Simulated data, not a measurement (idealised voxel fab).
process module | voxel capacitor over wiring
cross-section cut | 215 nm wide | cells 5 nm
A cross-section is a grid of square cells, given in bands from the top down. A band is one or more rows of cells.
Each band's line starts with the height of the band's top and of its bottom, in nm. Then come its materials from left to right, each with its width in nm. One material with "throughout" fills the band from edge to edge. "air" is empty space.
Height 0 is the level under which the wafer as received is all one material. The lowest band goes on downwards, as in "0 down".
A width such as "30 to 40" changes by the same amount from each row of cells to the next, from the band's top row to its bottom row.
"no change" after a step means that no cell of the cross-section changed.
closed voids: empty space of 8 cells or more with no open way to the top, each as width x height at its distance from the left edge, in nm
after a step's settings: what the simulator itself notes on the step
overlay nm, on a step with a mask: how far to the right of its planned place the mask lay; to the left if negative
Each pair below shows a cross-section before one step and the cross-section after it, down to the lowest band that changed. The line under each pair gives the step between them, with its settings. The pairs can come from different runs of this module on the same starting wafer, so a pair continues from the pair above only where its "before" says so.
before
  90 to 75: air 60 | resist 70 | air 85
  75 to 70: TiN throughout
  70 to 65: HfO2 throughout
  65 to 60: TiN throughout
  60 to 40: SiO2 60 | TiN 5 | Ru 5 | TiN 5 | SiO2 140
  40 to 35: SiCN 60 | TiN 15 | SiCN 140
  35 to 15: lowk 45 | SiN 5 | Ru 20 | SiN 5 | lowk 65 | SiN 5 | Ru 20 | SiN 5 | lowk 45
  15 to 10: SiN 50 | TiN 20 | SiN 75 | TiN 20 | SiN 50
  10 to 0: SiO2 throughout
  0 down: Si throughout
  closed voids: none
after
  90 to 75: air 60 | resist 70 | air 85
  75 to 70: air 60 | TiN 70 | air 85
  below 70: unchanged
  closed voids: none
the step between: op DIRECTIONAL_ETCH | etch materials TiN | depth nm 5
before: the cross-section after the pair above
after
  90 to 75: air 60 | resist 70 | air 85
  75 to 70: air 60 | TiN 70 | air 85
  70 to 65: air 60 | HfO2 70 | air 85
  below 65: unchanged
  closed voids: none
the step between: op DIRECTIONAL_ETCH | etch materials HfO2 | depth nm 5
before: the cross-section after the pair above
after
  75 to 70: air 60 | TiN 70 | air 85
  below 70: unchanged
  closed voids: none
the step between: op STRIP | etch materials resist
before: the cross-section after the pair above
after
  95 to 75: air 55 | resist 80 | air 80
  75 to 70: air 55 | resist 5 | TiN 70 | resist 5 | air 80
  70 to 65: air 55 | resist 5 | HfO2 70 | resist 5 | air 80
  below 65: unchanged
  closed voids: none
the step between: op PATTERN | tone cover | mask id LOWER_PLATE | material resist | width nm 80 | thk nm 20 | overlay nm 0
before: the cross-section after the pair above
after
  95 to 75: air 55 | resist 80 | air 80
  75 to 70: air 55 | resist 5 | TiN 70 | resist 5 | air 80
  70 to 65: air 55 | resist 5 | HfO2 70 | resist 5 | air 80
  65 to 60: air 55 | TiN 80 | air 80
  below 60: unchanged
  closed voids: none
the step between: op DIRECTIONAL_ETCH | etch materials TiN | depth nm 5
before: the cross-section after the pair above
after
  75 to 70: air 60 | TiN 70 | air 85
  70 to 65: air 60 | HfO2 70 | air 85
  below 65: unchanged
  closed voids: none
the step between: op STRIP | etch materials resist
before: the cross-section after the pair above
after
  95 to 75: SiO2 throughout
  75 to 70: SiO2 60 | TiN 70 | SiO2 85
  70 to 65: SiO2 60 | HfO2 70 | SiO2 85
  65 to 60: SiO2 55 | TiN 80 | SiO2 80
  below 60: unchanged
  closed voids: none
the step between: op FILL_DEP | material SiO2 | thk nm 20
before: the cross-section after the pair above
after
  90 to 75: SiO2 throughout
  below 75: unchanged
  closed voids: none
the step between: op CMP | height nm 90
before: the cross-section after the pair above
after
  110 to 90: resist 70 | air 15 | resist 130
  below 90: unchanged
  closed voids: none
the step between: op PATTERN | tone open | mask id PLUG_2 | material resist | width nm 15 | thk nm 20 | overlay nm 0
before: the cross-section after the pair above
after
  110 to 90: resist 70 | air 15 | resist 130
  90 to 75: SiO2 70 | air 15 | SiO2 130
  below 75: unchanged
  closed voids: none
the step between: op DIRECTIONAL_ETCH | etch materials SiO2 | depth nm 15
before: the cross-section after the pair above
after
  90 to 75: SiO2 70 | air 15 | SiO2 130
  below 75: unchanged
  closed voids: none
the step between: op STRIP | etch materials resist
before: the cross-section after the pair above
after
  95 to 90: TiN 75 | air 5 | TiN 135
  90 to 80: SiO2 70 | TiN 5 | air 5 | TiN 5 | SiO2 130
  80 to 70: SiO2 70 to 60 | TiN 15 to 70 | SiO2 130 to 85
  below 70: unchanged
  closed voids: none
the step between: op CONFORMAL_DEP | material TiN | thk nm 5
before: the cross-section after the pair above
after
  105 to 95: Cu throughout
  95 to 90: TiN 75 | Cu 5 | TiN 135
  90 to 80: SiO2 70 | TiN 5 | Cu 5 | TiN 5 | SiO2 130
  below 80: unchanged
  closed voids: none
the step between: op FILL_DEP | material Cu | thk nm 10
before: the cross-section after the pair above
after
  90 to 80: SiO2 70 | TiN 5 | Cu 5 | TiN 5 | SiO2 130
  below 80: unchanged
  closed voids: none
the step between: op CMP | height nm 90
before: the cross-section after the pair above
after
  95 to 90: SiCN throughout
  below 90: unchanged
  closed voids: none
the step between: op CONFORMAL_DEP | material SiCN | thk nm 5
before
  50 to 35: aC throughout
  35 to 15: Ru throughout
  15 to 10: TiN throughout
  10 to 0: SiO2 throughout
  0 down: Si throughout
  closed voids: none
after
  80 to 50: air 35 | resist 30 | air 65 | resist 30 | air 55
  below 50: unchanged
  closed voids: none
the step between: op PATTERN | tone cover | mask id METAL_1 | material resist | width nm 30 | pitch nm 95 | thk nm 30 | overlay nm -10
before: the cross-section after the pair above
after
  65 to 50: air 35 | resist 30 | air 65 | resist 30 | air 55
  50 to 35: air 35 | aC 30 | air 65 | aC 30 | air 55
  below 35: unchanged
  closed voids: none
the step between: op DIRECTIONAL_ETCH | etch materials aC | depth nm 15
before: the cross-section after the pair above
after
  50 to 35: air 35 | aC 30 | air 65 | aC 30 | air 55
  below 35: unchanged
  closed voids: none
the step between: op STRIP | etch materials resist
before: the cross-section after the pair above
after
  50 to 35: air 35 | aC 30 | air 65 | aC 30 | air 55
  35 to 15: air 35 | Ru 30 | air 65 | Ru 30 | air 55
  below 15: unchanged
  closed voids: none
the step between: op DIRECTIONAL_ETCH | etch materials Ru | depth nm 20
before: the cross-section after the pair above
after
  50 to 35: air 35 | aC 30 | air 65 | aC 30 | air 55
  35 to 15: air 35 | Ru 30 | air 65 | Ru 30 | air 55
  15 to 10: air 35 | TiN 30 | air 65 | TiN 30 | air 55
  below 10: unchanged
  closed voids: none
the step between: op DIRECTIONAL_ETCH | etch materials TiN | depth nm 5
before: the cross-section after the pair above
after
  35 to 15: air 35 | Ru 30 | air 65 | Ru 30 | air 55
  below 15: unchanged
  closed voids: none
the step between: op STRIP | etch materials aC
before: the cross-section after the pair above
after
  40 to 35: air 30 | SiN 40 | air 55 | SiN 40 | air 50
  35 to 15: air 30 | SiN 5 | Ru 30 | SiN 5 | air 55 | SiN 5 | Ru 30 | SiN 5 | air 50
  15 to 10: SiN 35 | TiN 30 | SiN 65 | TiN 30 | SiN 55
  below 10: unchanged
  closed voids: none
the step between: op CONFORMAL_DEP | material SiN | thk nm 5
before: the cross-section after the pair above
after
  50 to 40: lowk throughout
  40 to 35: lowk 30 | SiN 40 | lowk 55 | SiN 40 | lowk 50
  35 to 15: lowk 30 | SiN 5 | Ru 30 | SiN 5 | lowk 55 | SiN 5 | Ru 30 | SiN 5 | lowk 50
  below 15: unchanged
  closed voids: none
the step between: op FILL_DEP | material lowk | thk nm 10
before: the cross-section after the pair above
after
  35 to 15: lowk 30 | SiN 5 | Ru 30 | SiN 5 | lowk 55 | SiN 5 | Ru 30 | SiN 5 | lowk 50
  below 15: unchanged
  closed voids: none
the step between: op CMP | height nm 35
before: the cross-section after the pair above
after
  40 to 35: SiCN throughout
  below 35: unchanged
  closed voids: none
the step between: op CONFORMAL_DEP | material SiCN | thk nm 5
before: the cross-section after the pair above
after
  60 to 40: SiO2 throughout
  below 40: unchanged
  closed voids: none
the step between: op DIRECTIONAL_DEP | material SiO2 | thk nm 20
before: the cross-section after the pair above
after
  60 to 40: SiO2 60 | air 15 | SiO2 140
  below 40: unchanged
  closed voids: none
the step between: op MASKED_ETCH | tone open | mask id PLUG_1 | width nm 15 | etch materials SiO2 | depth nm 20 | overlay nm 0
before: the cross-section after the pair above
after
  60 to 40: SiO2 60 | air 15 | SiO2 140
  40 to 35: SiCN 60 | air 15 | SiCN 140
  below 35: unchanged
  closed voids: none
the step between: op MASKED_ETCH | tone open | mask id PLUG_1 | width nm 15 | etch materials SiCN | depth nm 5 | overlay nm 0
before: the cross-section after the pair above
after
  65 to 60: TiN 65 | air 5 | TiN 145
  60 to 40: SiO2 60 | TiN 5 | air 5 | TiN 5 | SiO2 140
  40 to 35: SiCN 60 | TiN 15 | SiCN 140
  below 35: unchanged
  closed voids: none
the step between: op CONFORMAL_DEP | material TiN | thk nm 5
before: the cross-section after the pair above
after
  70 to 65: Ru throughout
  65 to 60: TiN 65 | Ru 5 | TiN 145
  60 to 40: SiO2 60 | TiN 5 | Ru 5 | TiN 5 | SiO2 140
  below 40: unchanged
  closed voids: none
the step between: op FILL_DEP | material Ru | thk nm 5
before: the cross-section after the pair above
after
  60 to 40: SiO2 60 | TiN 5 | Ru 5 | TiN 5 | SiO2 140
  below 40: unchanged
  closed voids: none
the step between: op CMP | height nm 60
before: the cross-section after the pair above
after
  65 to 60: TiN throughout
  below 60: unchanged
  closed voids: none
the step between: op DIRECTIONAL_DEP | material TiN | thk nm 5
before: the cross-section after the pair above
after
  70 to 65: HfO2 throughout
  below 65: unchanged
  closed voids: none
the step between: op DIRECTIONAL_DEP | material HfO2 | thk nm 5
before: the cross-section after the pair above
after
  75 to 70: TiN throughout
  below 70: unchanged
  closed voids: none
the step between: op DIRECTIONAL_DEP | material TiN | thk nm 5
before: the cross-section after the pair above
after
  90 to 75: air 60 | resist 70 | air 85
  below 75: unchanged
  closed voids: none
the step between: op PATTERN | tone cover | mask id UPPER_PLATE | material resist | width nm 70 | thk nm 15 | overlay nm 0
before: the cross-section after the pair above
after
  90 to 75: air 60 | resist 70 | air 85
  75 to 70: air 60 | TiN 70 | air 85
  below 70: unchanged
  closed voids: none
the step between: op DIRECTIONAL_ETCH | etch materials TiN | depth nm 5
before: the cross-section after the pair above
after
  90 to 75: air 60 | resist 70 | air 85
  75 to 70: air 60 | TiN 70 | air 85
  70 to 65: air 60 | HfO2 70 | air 85
  below 65: unchanged
  closed voids: none
the step between: op DIRECTIONAL_ETCH | etch materials HfO2 | depth nm 5
before: the cross-section after the pair above
after
  75 to 70: air 60 | TiN 70 | air 85
  below 70: unchanged
  closed voids: none
the step between: op STRIP | etch materials resist
before: the cross-section after the pair above
after
  95 to 75: air 55 | resist 80 | air 80
  75 to 70: air 55 | resist 5 | TiN 70 | resist 5 | air 80
  70 to 65: air 55 | resist 5 | HfO2 70 | resist 5 | air 80
  below 65: unchanged
  closed voids: none
the step between: op PATTERN | tone cover | mask id LOWER_PLATE | material resist | width nm 80 | thk nm 20 | overlay nm 0
before: the cross-section after the pair above
after
  95 to 75: air 55 | resist 80 | air 80
  75 to 70: air 55 | resist 5 | TiN 70 | resist 5 | air 80
  70 to 65: air 55 | resist 5 | HfO2 70 | resist 5 | air 80
  65 to 60: air 55 | TiN 80 | air 80
  below 60: unchanged
  closed voids: none
the step between: op DIRECTIONAL_ETCH | etch materials TiN | depth nm 5
before: the cross-section after the pair above
after
  75 to 70: air 60 | TiN 70 | air 85
  70 to 65: air 60 | HfO2 70 | air 85
  below 65: unchanged
  closed voids: none
the step between: op STRIP | etch materials resist
before: the cross-section after the pair above
after
  95 to 75: SiO2 throughout
  75 to 70: SiO2 60 | TiN 70 | SiO2 85
  70 to 65: SiO2 60 | HfO2 70 | SiO2 85
  65 to 60: SiO2 55 | TiN 80 | SiO2 80
  below 60: unchanged
  closed voids: none
the step between: op FILL_DEP | material SiO2 | thk nm 20
before: the cross-section after the pair above
after
  90 to 75: SiO2 throughout
  below 75: unchanged
  closed voids: none
the step between: op CMP | height nm 90
before: the cross-section after the pair above
after
  110 to 90: resist 70 | air 15 | resist 130
  below 90: unchanged
  closed voids: none
the step between: op PATTERN | tone open | mask id PLUG_2 | material resist | width nm 15 | thk nm 20 | overlay nm 0
before: the cross-section after the pair above
after
  110 to 90: resist 70 | air 15 | resist 130
  90 to 75: SiO2 70 | air 15 | SiO2 130
  below 75: unchanged
  closed voids: none
the step between: op DIRECTIONAL_ETCH | etch materials SiO2 | depth nm 15
before: the cross-section after the pair above
after
  90 to 75: SiO2 70 | air 15 | SiO2 130
  below 75: unchanged
  closed voids: none
the step between: op STRIP | etch materials resist
before: the cross-section after the pair above
after
  95 to 90: TiN 75 | air 5 | TiN 135
  90 to 80: SiO2 70 | TiN 5 | air 5 | TiN 5 | SiO2 130
  80 to 70: SiO2 70 to 60 | TiN 15 to 70 | SiO2 130 to 85
  below 70: unchanged
  closed voids: none
the step between: op CONFORMAL_DEP | material TiN | thk nm 5
before: the cross-section after the pair above
after
  105 to 95: Cu throughout
  95 to 90: TiN 75 | Cu 5 | TiN 135
  90 to 80: SiO2 70 | TiN 5 | Cu 5 | TiN 5 | SiO2 130
  below 80: unchanged
  closed voids: none
the step between: op FILL_DEP | material Cu | thk nm 10
before: the cross-section after the pair above
after
  90 to 80: SiO2 70 | TiN 5 | Cu 5 | TiN 5 | SiO2 130
  below 80: unchanged
  closed voids: none
the step between: op CMP | height nm 90
before: the cross-section after the pair above
after
  95 to 90: SiCN throughout
  below 90: unchanged
  closed voids: none
the step between: op CONFORMAL_DEP | material SiCN | thk nm 5
before
  10 to 0: SiO2 throughout
  0 down: Si throughout
  closed voids: none
after
  15 to 10: lowk throughout
  below 10: unchanged
  closed voids: none
the step between: op DIRECTIONAL_DEP | material lowk | thk nm 5
before: the cross-section after the pair above
after
  35 to 15: Ru throughout
  below 15: unchanged
  closed voids: none
the step between: op DIRECTIONAL_DEP | material Ru | thk nm 20
before: the cross-section after the pair above
after
  50 to 35: aC throughout
  below 35: unchanged
  closed voids: none
the step between: op DIRECTIONAL_DEP | material aC | thk nm 15
before: the cross-section after the pair above
after
  80 to 50: air 45 | resist 30 | air 65 | resist 30 | air 45
  below 50: unchanged
  closed voids: none
the step between: op PATTERN | tone cover | mask id METAL_1 | material resist | width nm 30 | pitch nm 95 | thk nm 30 | overlay nm 0
before: the cross-section after the pair above
after
  65 to 50: air 45 | resist 30 | air 65 | resist 30 | air 45
  50 to 35: air 45 | aC 30 | air 65 | aC 30 | air 45
  below 35: unchanged
  closed voids: none
the step between: op DIRECTIONAL_ETCH | etch materials aC | depth nm 15
before: the cross-section after the pair above
after
  50 to 35: air 45 | aC 30 | air 65 | aC 30 | air 45
  below 35: unchanged
  closed voids: none
the step between: op STRIP | etch materials resist
before: the cross-section after the pair above
after
  50 to 35: air 45 | aC 30 | air 65 | aC 30 | air 45
  35 to 15: air 45 | Ru 30 | air 65 | Ru 30 | air 45
  below 15: unchanged
  closed voids: none
the step between: op DIRECTIONAL_ETCH | etch materials Ru | depth nm 20
before: the cross-section after the pair above
after
  35 to 15: air 45 | Ru 30 | air 65 | Ru 30 | air 45
  below 15: unchanged
  closed voids: none
the step between: op STRIP | etch materials aC
before: the cross-section after the pair above
after
  40 to 35: air 40 | SiN 40 | air 55 | SiN 40 | air 40
  35 to 20: air 40 | SiN 5 | Ru 30 | SiN 5 | air 55 | SiN 5 | Ru 30 | SiN 5 | air 40
  20 to 15: SiN 45 | Ru 30 | SiN 65 | Ru 30 | SiN 45
  below 15: unchanged
  closed voids: none
the step between: op CONFORMAL_DEP | material SiN | thk nm 5
before: the cross-section after the pair above
after
  50 to 40: lowk throughout
  40 to 35: lowk 40 | SiN 40 | lowk 55 | SiN 40 | lowk 40
  35 to 20: lowk 40 | SiN 5 | Ru 30 | SiN 5 | lowk 55 | SiN 5 | Ru 30 | SiN 5 | lowk 40
  below 20: unchanged
  closed voids: none
the step between: op FILL_DEP | material lowk | thk nm 10
before: the cross-section after the pair above
after
  35 to 20: lowk 40 | SiN 5 | Ru 30 | SiN 5 | lowk 55 | SiN 5 | Ru 30 | SiN 5 | lowk 40
  below 20: unchanged
  closed voids: none
the step between: op CMP | height nm 35
before: the cross-section after the pair above
after
  40 to 35: SiCN throughout
  below 35: unchanged
  closed voids: none
the step between: op CONFORMAL_DEP | material SiCN | thk nm 5
before: the cross-section after the pair above
after
  60 to 40: SiO2 throughout
  below 40: unchanged
  closed voids: none
the step between: op DIRECTIONAL_DEP | material SiO2 | thk nm 20
before: the cross-section after the pair above
after
  60 to 40: SiO2 60 | air 15 | SiO2 140
  below 40: unchanged
  closed voids: none
the step between: op MASKED_ETCH | tone open | mask id PLUG_1 | width nm 15 | etch materials SiO2 | depth nm 20 | overlay nm 0
before: the cross-section after the pair above
after
  60 to 40: SiO2 60 | air 15 | SiO2 140
  40 to 35: SiCN 60 | air 15 | SiCN 140
  below 35: unchanged
  closed voids: none
the step between: op MASKED_ETCH | tone open | mask id PLUG_1 | width nm 15 | etch materials SiCN | depth nm 5 | overlay nm 0
before: the cross-section after the pair above
after
  65 to 60: TiN 65 | air 5 | TiN 145
  60 to 40: SiO2 60 | TiN 5 | air 5 | TiN 5 | SiO2 140
  40 to 35: SiCN 60 | TiN 15 | SiCN 140
  below 35: unchanged
  closed voids: none
the step between: op CONFORMAL_DEP | material TiN | thk nm 5
before: the cross-section after the pair above
after
  70 to 65: Ru throughout
  65 to 60: TiN 65 | Ru 5 | TiN 145
  60 to 40: SiO2 60 | TiN 5 | Ru 5 | TiN 5 | SiO2 140
  below 40: unchanged
  closed voids: none
the step between: op FILL_DEP | material Ru | thk nm 5
before: the cross-section after the pair above
after
  60 to 40: SiO2 60 | TiN 5 | Ru 5 | TiN 5 | SiO2 140
  below 40: unchanged
  closed voids: none
the step between: op CMP | height nm 60
before: the cross-section after the pair above
after
  65 to 60: TiN throughout
  below 60: unchanged
  closed voids: none
the step between: op DIRECTIONAL_DEP | material TiN | thk nm 5
before: the cross-section after the pair above
after
  70 to 65: HfO2 throughout
  below 65: unchanged
  closed voids: none
the step between: op DIRECTIONAL_DEP | material HfO2 | thk nm 5
before: the cross-section after the pair above
after
  75 to 70: TiN throughout
  below 70: unchanged
  closed voids: none
the step between: op DIRECTIONAL_DEP | material TiN | thk nm 5
before: the cross-section after the pair above
after
  90 to 75: air 60 | resist 70 | air 85
  below 75: unchanged
  closed voids: none
the step between: op PATTERN | tone cover | mask id UPPER_PLATE | material resist | width nm 70 | thk nm 15 | overlay nm 0
before: the cross-section after the pair above
after
  90 to 75: air 60 | resist 70 | air 85
  75 to 70: air 60 | TiN 70 | air 85
  below 70: unchanged
  closed voids: none
the step between: op DIRECTIONAL_ETCH | etch materials TiN | depth nm 5
before: the cross-section after the pair above
after
  90 to 75: air 60 | resist 70 | air 85
  75 to 70: air 60 | TiN 70 | air 85
  70 to 65: air 60 | HfO2 70 | air 85
  below 65: unchanged
  closed voids: none
the step between: op DIRECTIONAL_ETCH | etch materials HfO2 | depth nm 5
before: the cross-section after the pair above
after
  75 to 70: air 60 | TiN 70 | air 85
  below 70: unchanged
  closed voids: none
the step between: op STRIP | etch materials resist
before: the cross-section after the pair above
after
  95 to 75: air 55 | resist 80 | air 80
  75 to 70: air 55 | resist 5 | TiN 70 | resist 5 | air 80
  70 to 65: air 55 | resist 5 | HfO2 70 | resist 5 | air 80
  below 65: unchanged
  closed voids: none
the step between: op PATTERN | tone cover | mask id LOWER_PLATE | material resist | width nm 80 | thk nm 20 | overlay nm 0
before: the cross-section after the pair above
after
  95 to 75: air 55 | resist 80 | air 80
  75 to 70: air 55 | resist 5 | TiN 70 | resist 5 | air 80
  70 to 65: air 55 | resist 5 | HfO2 70 | resist 5 | air 80
  65 to 60: air 55 | TiN 80 | air 80
  below 60: unchanged
  closed voids: none
the step between: op DIRECTIONAL_ETCH | etch materials TiN | depth nm 5
before: the cross-section after the pair above
after
  75 to 70: air 60 | TiN 70 | air 85
  70 to 65: air 60 | HfO2 70 | air 85
  below 65: unchanged
  closed voids: none
the step between: op STRIP | etch materials resist
before: the cross-section after the pair above
after
  95 to 75: SiO2 throughout
  75 to 70: SiO2 60 | TiN 70 | SiO2 85
  70 to 65: SiO2 60 | HfO2 70 | SiO2 85
  65 to 60: SiO2 55 | TiN 80 | SiO2 80
  below 60: unchanged
  closed voids: none
the step between: op FILL_DEP | material SiO2 | thk nm 20
before: the cross-section after the pair above
after
  90 to 75: SiO2 throughout
  below 75: unchanged
  closed voids: none
the step between: op CMP | height nm 90
before: the cross-section after the pair above
after
  110 to 90: resist 70 | air 15 | resist 130
  below 90: unchanged
  closed voids: none
the step between: op PATTERN | tone open | mask id PLUG_2 | material resist | width nm 15 | thk nm 20 | overlay nm 0
before: the cross-section after the pair above
after
  110 to 90: resist 70 | air 15 | resist 130
  90 to 75: SiO2 70 | air 15 | SiO2 130
  below 75: unchanged
  closed voids: none
the step between: op DIRECTIONAL_ETCH | etch materials SiO2 | depth nm 15
before: the cross-section after the pair above
after
  90 to 75: SiO2 70 | air 15 | SiO2 130
  below 75: unchanged
  closed voids: none
the step between: op STRIP | etch materials resist
before: the cross-section after the pair above
after
  95 to 90: TiN 75 | air 5 | TiN 135
  90 to 80: SiO2 70 | TiN 5 | air 5 | TiN 5 | SiO2 130
  80 to 70: SiO2 70 to 60 | TiN 15 to 70 | SiO2 130 to 85
  below 70: unchanged
  closed voids: none
the step between: op CONFORMAL_DEP | material TiN | thk nm 5
before: the cross-section after the pair above
after
  105 to 95: Cu throughout
  95 to 90: TiN 75 | Cu 5 | TiN 135
  90 to 80: SiO2 70 | TiN 5 | Cu 5 | TiN 5 | SiO2 130
  below 80: unchanged
  closed voids: none
the step between: op FILL_DEP | material Cu | thk nm 10
before: the cross-section after the pair above
after
  90 to 80: SiO2 70 | TiN 5 | Cu 5 | TiN 5 | SiO2 130
  below 80: unchanged
  closed voids: none
the step between: op CMP | height nm 90
before: the cross-section after the pair above
after
  95 to 90: SiCN throughout
  below 90: unchanged
  closed voids: none
the step between: op CONFORMAL_DEP | material SiCN | thk nm 5
before
  50 to 35: aC throughout
  35 to 15: Ru throughout
  15 to 10: TiN throughout
  10 to 0: SiO2 throughout
  0 down: Si throughout
  closed voids: none
after
  80 to 50: resist 45 | air 30 | resist 65 | air 30 | resist 45
  below 50: unchanged
  closed voids: none
the step between: op PATTERN | tone open | mask id METAL_1 | material resist | width nm 30 | pitch nm 95 | thk nm 30 | overlay nm 0
before: the cross-section after the pair above
after
  65 to 50: resist 45 | air 30 | resist 65 | air 30 | resist 45
  50 to 35: aC 45 | air 30 | aC 65 | air 30 | aC 45
  below 35: unchanged
  closed voids: none
the step between: op DIRECTIONAL_ETCH | etch materials aC | depth nm 15
before: the cross-section after the pair above
after
  50 to 35: aC 45 | air 30 | aC 65 | air 30 | aC 45
  below 35: unchanged
  closed voids: none
the step between: op STRIP | etch materials resist
before: the cross-section after the pair above
after
  50 to 35: aC 45 | air 30 | aC 65 | air 30 | aC 45
  35 to 15: Ru 45 | air 30 | Ru 65 | air 30 | Ru 45
  below 15: unchanged
  closed voids: none
the step between: op DIRECTIONAL_ETCH | etch materials Ru | depth nm 20
before: the cross-section after the pair above
after
  50 to 35: aC 45 | air 30 | aC 65 | air 30 | aC 45
  35 to 15: Ru 45 | air 30 | Ru 65 | air 30 | Ru 45
  15 to 10: TiN 45 | air 30 | TiN 65 | air 30 | TiN 45
  below 10: unchanged
  closed voids: none
the step between: op DIRECTIONAL_ETCH | etch materials TiN | depth nm 5
before: the cross-section after the pair above
after
  35 to 15: Ru 45 | air 30 | Ru 65 | air 30 | Ru 45
  below 15: unchanged
  closed voids: none
the step between: op STRIP | etch materials aC
before: the cross-section after the pair above
after
  40 to 35: SiN 50 | air 20 | SiN 75 | air 20 | SiN 50
  35 to 15: Ru 45 | SiN 5 | air 20 | SiN 5 | Ru 65 | SiN 5 | air 20 | SiN 5 | Ru 45
  15 to 10: TiN 45 | SiN 30 | TiN 65 | SiN 30 | TiN 45
  below 10: unchanged
  closed voids: none
the step between: op CONFORMAL_DEP | material SiN | thk nm 5
before: the cross-section after the pair above
after
  50 to 40: lowk throughout
  40 to 35: SiN 50 | lowk 20 | SiN 75 | lowk 20 | SiN 50
  35 to 15: Ru 45 | SiN 5 | lowk 20 | SiN 5 | Ru 65 | SiN 5 | lowk 20 | SiN 5 | Ru 45
  below 15: unchanged
  closed voids: none
the step between: op FILL_DEP | material lowk | thk nm 10
before: the cross-section after the pair above
after
  35 to 15: Ru 45 | SiN 5 | lowk 20 | SiN 5 | Ru 65 | SiN 5 | lowk 20 | SiN 5 | Ru 45
  below 15: unchanged
  closed voids: none
the step between: op CMP | height nm 35
before: the cross-section after the pair above
after
  40 to 35: SiCN throughout
  below 35: unchanged
  closed voids: none
the step between: op CONFORMAL_DEP | material SiCN | thk nm 5
before: the cross-section after the pair above
after
  60 to 40: SiO2 throughout
  below 40: unchanged
  closed voids: none
the step between: op DIRECTIONAL_DEP | material SiO2 | thk nm 20
before: the cross-section after the pair above
after
  60 to 40: SiO2 60 | air 15 | SiO2 140
  below 40: unchanged
  closed voids: none
the step between: op MASKED_ETCH | tone open | mask id PLUG_1 | width nm 15 | etch materials SiO2 | depth nm 20 | overlay nm 0
before: the cross-section after the pair above
after
  60 to 40: SiO2 60 | air 15 | SiO2 140
  40 to 35: SiCN 60 | air 15 | SiCN 140
  below 35: unchanged
  closed voids: none
the step between: op MASKED_ETCH | tone open | mask id PLUG_1 | width nm 15 | etch materials SiCN | depth nm 5 | overlay nm 0
before: the cross-section after the pair above
after
  65 to 60: TiN 65 | air 5 | TiN 145
  60 to 40: SiO2 60 | TiN 5 | air 5 | TiN 5 | SiO2 140
  40 to 35: SiCN 60 | TiN 15 | SiCN 140
  below 35: unchanged
  closed voids: none
the step between: op CONFORMAL_DEP | material TiN | thk nm 5
before: the cross-section after the pair above
after
  70 to 65: Ru throughout
  65 to 60: TiN 65 | Ru 5 | TiN 145
  60 to 40: SiO2 60 | TiN 5 | Ru 5 | TiN 5 | SiO2 140
  below 40: unchanged
  closed voids: none
the step between: op FILL_DEP | material Ru | thk nm 5
before: the cross-section after the pair above
after
  60 to 40: SiO2 60 | TiN 5 | Ru 5 | TiN 5 | SiO2 140
  below 40: unchanged
  closed voids: none
the step between: op CMP | height nm 60
before: the cross-section after the pair above
after
  65 to 60: TiN throughout
  below 60: unchanged
  closed voids: none
the step between: op DIRECTIONAL_DEP | material TiN | thk nm 5
before: the cross-section after the pair above
after
  70 to 65: HfO2 throughout
  below 65: unchanged
  closed voids: none
the step between: op DIRECTIONAL_DEP | material HfO2 | thk nm 5
before: the cross-section after the pair above
after
  75 to 70: TiN throughout
  below 70: unchanged
  closed voids: none
the step between: op DIRECTIONAL_DEP | material TiN | thk nm 5
before: the cross-section after the pair above
after
  90 to 75: air 60 | resist 70 | air 85
  below 75: unchanged
  closed voids: none
the step between: op PATTERN | tone cover | mask id UPPER_PLATE | material resist | width nm 70 | thk nm 15 | overlay nm 0
before: the cross-section after the pair above
after
  90 to 75: air 60 | resist 70 | air 85
  75 to 70: air 60 | TiN 70 | air 85
  below 70: unchanged
  closed voids: none
the step between: op DIRECTIONAL_ETCH | etch materials TiN | depth nm 5
before: the cross-section after the pair above
after
  90 to 75: air 60 | resist 70 | air 85
  75 to 70: air 60 | TiN 70 | air 85
  70 to 65: air 60 | HfO2 70 | air 85
  below 65: unchanged
  closed voids: none
the step between: op DIRECTIONAL_ETCH | etch materials HfO2 | depth nm 5
before: the cross-section after the pair above
after
  75 to 70: air 60 | TiN 70 | air 85
  below 70: unchanged
  closed voids: none
the step between: op STRIP | etch materials resist
before: the cross-section after the pair above
after
  95 to 75: air 55 | resist 80 | air 80
  75 to 70: air 55 | resist 5 | TiN 70 | resist 5 | air 80
  70 to 65: air 55 | resist 5 | HfO2 70 | resist 5 | air 80
  below 65: unchanged
  closed voids: none
the step between: op PATTERN | tone cover | mask id LOWER_PLATE | material resist | width nm 80 | thk nm 20 | overlay nm 0
before: the cross-section after the pair above
after
  95 to 75: air 55 | resist 80 | air 80
  75 to 70: air 55 | resist 5 | TiN 70 | resist 5 | air 80
  70 to 65: air 55 | resist 5 | HfO2 70 | resist 5 | air 80
  65 to 60: air 55 | TiN 80 | air 80
  below 60: unchanged
  closed voids: none
the step between: op DIRECTIONAL_ETCH | etch materials TiN | depth nm 5
before: the cross-section after the pair above
after
  75 to 70: air 60 | TiN 70 | air 85
  70 to 65: air 60 | HfO2 70 | air 85
  below 65: unchanged
  closed voids: none
the step between: op STRIP | etch materials resist
before: the cross-section after the pair above
after
  95 to 75: SiO2 throughout
  75 to 70: SiO2 60 | TiN 70 | SiO2 85
  70 to 65: SiO2 60 | HfO2 70 | SiO2 85
  65 to 60: SiO2 55 | TiN 80 | SiO2 80
  below 60: unchanged
  closed voids: none
the step between: op FILL_DEP | material SiO2 | thk nm 20
before: the cross-section after the pair above
after
  90 to 75: SiO2 throughout
  below 75: unchanged
  closed voids: none
the step between: op CMP | height nm 90
before: the cross-section after the pair above
after
  110 to 90: resist 70 | air 15 | resist 130
  below 90: unchanged
  closed voids: none
the step between: op PATTERN | tone open | mask id PLUG_2 | material resist | width nm 15 | thk nm 20 | overlay nm 0
before: the cross-section after the pair above
after
  110 to 90: resist 70 | air 15 | resist 130
  90 to 75: SiO2 70 | air 15 | SiO2 130
  below 75: unchanged
  closed voids: none
the step between: op DIRECTIONAL_ETCH | etch materials SiO2 | depth nm 15
before: the cross-section after the pair above
after
  90 to 75: SiO2 70 | air 15 | SiO2 130
  below 75: unchanged
  closed voids: none
the step between: op STRIP | etch materials resist
before: the cross-section after the pair above
after
  95 to 90: TiN 75 | air 5 | TiN 135
  90 to 80: SiO2 70 | TiN 5 | air 5 | TiN 5 | SiO2 130
  80 to 70: SiO2 70 to 60 | TiN 15 to 70 | SiO2 130 to 85
  below 70: unchanged
  closed voids: none
the step between: op CONFORMAL_DEP | material TiN | thk nm 5
before: the cross-section after the pair above
after
  105 to 95: Cu throughout
  95 to 90: TiN 75 | Cu 5 | TiN 135
  90 to 80: SiO2 70 | TiN 5 | Cu 5 | TiN 5 | SiO2 130
  below 80: unchanged
  closed voids: none
the step between: op FILL_DEP | material Cu | thk nm 10
